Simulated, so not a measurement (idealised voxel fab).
Name of the process module below: voxel lift off
Shown is cross-section cut, with a width of 215 nm and square cells of size 5 nm.
Each cross-section below is a grid of square cells, stated as bands in top-down order, with one or more rows of cells making up each band. Within each band entry, the heights of the top and of the bottom of the band appear first, in that order and in nm; the materials of the band then follow from left to right, each with its corresponding width in nm. The designation "all across" on a single material indicates that it fills the band from edge to edge; the designation "blank" indicates empty space. Heads up on the height convention: 0 is the point under which the incoming wafer is all one material, and the lowest band has no bottom, it just keeps going down, like "0 down". When a width is written as two numbers, as in "30 to 40", the first number is the width in the top row of cells of the band and the second is the width in its bottom row, and the width changes by the same amount from each row to the next. Any step labelled "remains unaltered" changed none of the cells in the cross-section. "Internal closed voids" - sealed voids, min. 8 cells, no opening to top; format: width x height at distance (distance from left edge; nm throughout). On a step's line, text after the settings is the simulator commenting on that step. Steps that use a mask can have "overlay nm" on their line. It says how far the mask sat to the right of where it was meant to be. Negative means to the left.
This section lists the process steps that were planned:
step 1: RECEIVE, material Si
step 2: CONFORMAL_DEP, material SiN, thk nm 5
step 3: PATTERN, tone open, mask id LINES, material resist, width nm 20, pitch nm 45, thk nm 20, overlay nm 0
step 4: DIRECTIONAL_DEP, material Ru, thk nm 5
step 5: STRIP, etch materials resist
step 6: CONFORMAL_DEP, material SiCN, thk nm 5
Incoming wafer in cross-section (state: after step 1):
* 0 down  Si all across
* Internal closed voids: none
End-of-module cross-section of the first of two wafers, processed as planned:
* 15 to 10  blank 45 nm / SiCN 30 nm / blank 15 nm / SiCN 30 nm / blank 15 nm / SiCN 30 nm / blank 50 nm
* 10 to 5  SiCN 50 nm / Ru 20 nm / SiCN 25 nm / Ru 20 nm / SiCN 25 nm / Ru 20 nm / SiCN 55 nm
* 5 to 0  SiN all across
* 0 down  Si all across
* Internal closed voids: none
Second of two wafers, module complete, sectioned: it shares the first wafer's start and plan but was run with one mistake:
* 25 to 20  blank 45 nm / SiCN 30 nm / blank 15 nm / SiCN 30 nm / blank 15 nm / SiCN 30 nm / blank 50 nm
* 20 to 10  blank 45 nm / SiCN 5 nm / Ru 20 nm / SiCN 5 nm / blank 15 nm / SiCN 5 nm / Ru 20 nm / SiCN 5 nm / blank 15 nm / SiCN 5 nm / Ru 20 nm / SiCN 5 nm / blank 50 nm
* 10 to 5  SiCN 50 nm / Ru 20 nm / SiCN 25 nm / Ru 20 nm / SiCN 25 nm / Ru 20 nm / SiCN 55 nm
* 5 to 0  SiN all across
* 0 down  Si all across
* Internal closed voids: none
Here's what went sideways: the process deviated at step 4: the operation and settings actually run there were DIRECTIONAL_DEP, material Ru, thk nm 15
Looking at both finished wafers in cells, the second ends up ahead of or behind the first on some materials: Ru: 24 more, SiCN: 12 more
